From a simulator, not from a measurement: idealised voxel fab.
process module | voxel wiring stack
cross-section cut | 270 nm wide | cells 5 nm
A cross-section is a grid of square cells, given in bands from the top down. A band is one or more rows of cells.
Each band's line starts with the height of the band's top and of its bottom, in nm. Then come its materials from left to right, each with its width in nm. One material with "throughout" fills the band from edge to edge. "air" is empty space.
Height 0 is the level under which the wafer as received is all one material. The lowest band goes on downwards, as in "0 down".
A width such as "30 to 40" changes by the same amount from each row of cells to the next, from the band's top row to its bottom row.
"no change" after a step means that no cell of the cross-section changed.
closed voids: empty space of 8 cells or more with no open way to the top, each as width x height at its distance from the left edge, in nm
after a step's settings: what the simulator itself notes on the step
overlay nm, on a step with a mask: how far to the right of its planned place the mask lay; to the left if negative
plan
1 op RECEIVE | material Si
2 op CONFORMAL_DEP | material SiO2 | thk nm 15
3 op CONFORMAL_DEP | material SiN | thk nm 5
4 op DIRECTIONAL_DEP | material lowk | thk nm 15
5 op PATTERN | tone open | mask id METAL_1 | material resist | width nm 30 | pitch nm 60 | thk nm 20 | overlay nm 0
6 op DIRECTIONAL_ETCH | etch materials lowk | depth nm 15
7 op DIRECTIONAL_ETCH | etch materials SiN | depth nm 5
8 op STRIP | etch materials resist
9 op CONFORMAL_DEP | material TiN | thk nm 5
10 op FILL_DEP | material Cu | thk nm 5
11 op CMP | height nm 35
12 op CONFORMAL_DEP | material SiCN | thk nm 5
13 op DIRECTIONAL_DEP | material lowk | thk nm 30
14 op DIRECTIONAL_DEP | material aC | thk nm 10
15 op PATTERN | tone open | mask id METAL_2 | material resist | width nm 30 | pitch nm 60 | thk nm 25 | overlay nm 0
16 op DIRECTIONAL_ETCH | etch materials aC | depth nm 10
17 op STRIP | etch materials resist
18 op DIRECTIONAL_ETCH | etch materials lowk | depth nm 20
19 op STRIP | etch materials aC
20 op MASKED_ETCH | tone open | mask id METAL_2_HOLES | width nm 15 | pitch nm 60 | etch materials lowk | depth nm 10 | overlay nm 0
21 op MASKED_ETCH | tone open | mask id METAL_2_HOLES | width nm 15 | pitch nm 60 | etch materials SiCN | depth nm 5 | overlay nm 0
22 op CONFORMAL_DEP | material TiN | thk nm 5
23 op FILL_DEP | material Cu | thk nm 5
24 op CMP | height nm 70
25 op CONFORMAL_DEP | material SiCN | thk nm 5
26 op DIRECTIONAL_DEP | material lowk | thk nm 30
27 op DIRECTIONAL_DEP | material aC | thk nm 10
28 op PATTERN | tone open | mask id METAL_3_HOLES | material resist | width nm 15 | pitch nm 120 | thk nm 25 | overlay nm 0
29 op DIRECTIONAL_ETCH | etch materials aC | depth nm 10
30 op STRIP | etch materials resist
31 op DIRECTIONAL_ETCH | etch materials lowk | depth nm 30
32 op STRIP | etch materials aC
33 op DIRECTIONAL_DEP | material aC | thk nm 10
34 op PATTERN | tone open | mask id METAL_3 | material resist | width nm 30 | pitch nm 60 | thk nm 25 | overlay nm 0
35 op DIRECTIONAL_ETCH | etch materials aC | depth nm 10
36 op STRIP | etch materials resist
37 op DIRECTIONAL_ETCH | etch materials lowk | depth nm 15
38 op DIRECTIONAL_ETCH | etch materials SiCN | depth nm 5
39 op STRIP | etch materials aC
40 op CONFORMAL_DEP | material TiN | thk nm 5
41 op FILL_DEP | material Cu | thk nm 5
42 op CMP | height nm 105
43 op CONFORMAL_DEP | material SiCN | thk nm 5
as received, after step 1
  0 down: Si throughout
  closed voids: none
first wafer at the end, as planned
  110 to 105: SiCN throughout
  105 to 95: lowk 30 | TiN 5 | Cu 20 | TiN 5 | lowk 30 | TiN 5 | Cu 20 | TiN 5 | lowk 30 | TiN 5 | Cu 20 | TiN 5 | lowk 30 | TiN 5 | Cu 20 | TiN 5 | lowk 30
  95 to 90: lowk 30 | TiN 5 | Cu 5 | TiN 20 | lowk 30 | TiN 30 | lowk 30 | TiN 5 | Cu 5 | TiN 20 | lowk 30 | TiN 30 | lowk 30
  90 to 75: lowk 30 | TiN 5 | Cu 5 | TiN 5 | lowk 105 | TiN 5 | Cu 5 | TiN 5 | lowk 105
  75 to 70: SiCN 30 | TiN 15 | SiCN 105 | TiN 15 | SiCN 105
  70 to 55: lowk 30 | TiN 5 | Cu 20 | TiN 5 | lowk 30 | TiN 5 | Cu 20 | TiN 5 | lowk 30 | TiN 5 | Cu 20 | TiN 5 | lowk 30 | TiN 5 | Cu 20 | TiN 5 | lowk 30
  55 to 50: lowk 30 | TiN 5 | Cu 5 | TiN 20 | lowk 30 | TiN 5 | Cu 5 | TiN 20 | lowk 30 | TiN 5 | Cu 5 | TiN 20 | lowk 30 | TiN 5 | Cu 5 | TiN 20 | lowk 30
  50 to 40: lowk 30 | TiN 5 | Cu 5 | TiN 5 | lowk 45 | TiN 5 | Cu 5 | TiN 5 | lowk 45 | TiN 5 | Cu 5 | TiN 5 | lowk 45 | TiN 5 | Cu 5 | TiN 5 | lowk 45
  40 to 35: SiCN 30 | TiN 15 | SiCN 45 | TiN 15 | SiCN 45 | TiN 15 | SiCN 45 | TiN 15 | SiCN 45
  35 to 20: lowk 30 | TiN 5 | Cu 20 | TiN 5 | lowk 30 | TiN 5 | Cu 20 | TiN 5 | lowk 30 | TiN 5 | Cu 20 | TiN 5 | lowk 30 | TiN 5 | Cu 20 | TiN 5 | lowk 30
  20 to 15: SiN 30 | TiN 30 | SiN 30 | TiN 30 | SiN 30 | TiN 30 | SiN 30 | TiN 30 | SiN 30
  15 to 0: SiO2 throughout
  0 down: Si throughout
  closed voids: none
second wafer at the end: like start, like plan, one mistake
  110 to 105: SiCN throughout
  105 to 95: lowk 30 | TiN 5 | Cu 25 | TiN 5 | lowk 25 | TiN 5 | Cu 25 | TiN 5 | lowk 25 | TiN 5 | Cu 25 | TiN 5 | lowk 25 | TiN 5 | Cu 25 | TiN 5 | lowk 25
  95 to 90: lowk 30 | TiN 5 | Cu 5 | TiN 25 | lowk 25 | TiN 35 | lowk 25 | TiN 5 | Cu 5 | TiN 25 | lowk 25 | TiN 35 | lowk 25
  90 to 75: lowk 30 | TiN 5 | Cu 5 | TiN 5 | lowk 105 | TiN 5 | Cu 5 | TiN 5 | lowk 105
  75 to 70: SiCN 30 | TiN 15 | SiCN 105 | TiN 15 | SiCN 105
  70 to 55: lowk 30 | TiN 5 | Cu 20 | TiN 5 | lowk 30 | TiN 5 | Cu 20 | TiN 5 | lowk 30 | TiN 5 | Cu 20 | TiN 5 | lowk 30 | TiN 5 | Cu 20 | TiN 5 | lowk 30
  55 to 50: lowk 30 | TiN 5 | Cu 5 | TiN 20 | lowk 30 | TiN 5 | Cu 5 | TiN 20 | lowk 30 | TiN 5 | Cu 5 | TiN 20 | lowk 30 | TiN 5 | Cu 5 | TiN 20 | lowk 30
  50 to 40: lowk 30 | TiN 5 | Cu 5 | TiN 5 | lowk 45 | TiN 5 | Cu 5 | TiN 5 | lowk 45 | TiN 5 | Cu 5 | TiN 5 | lowk 45 | TiN 5 | Cu 5 | TiN 5 | lowk 45
  40 to 35: SiCN 30 | TiN 15 | SiCN 45 | TiN 15 | SiCN 45 | TiN 15 | SiCN 45 | TiN 15 | SiCN 45
  35 to 20: lowk 30 | TiN 5 | Cu 20 | TiN 5 | lowk 30 | TiN 5 | Cu 20 | TiN 5 | lowk 30 | TiN 5 | Cu 20 | TiN 5 | lowk 30 | TiN 5 | Cu 20 | TiN 5 | lowk 30
  20 to 15: SiN 30 | TiN 30 | SiN 30 | TiN 30 | SiN 30 | TiN 30 | SiN 30 | TiN 30 | SiN 30
  15 to 0: SiO2 throughout
  0 down: Si throughout
  closed voids: none
what went wrong: step 34 ran as: op PATTERN | tone open | mask id METAL_3 | material resist | width nm 35 | pitch nm 60 | thk nm 25 | overlay nm 0
at the end the second wafer has, in cells: 8 more of Cu | 4 more of TiN | 12 fewer of lowk
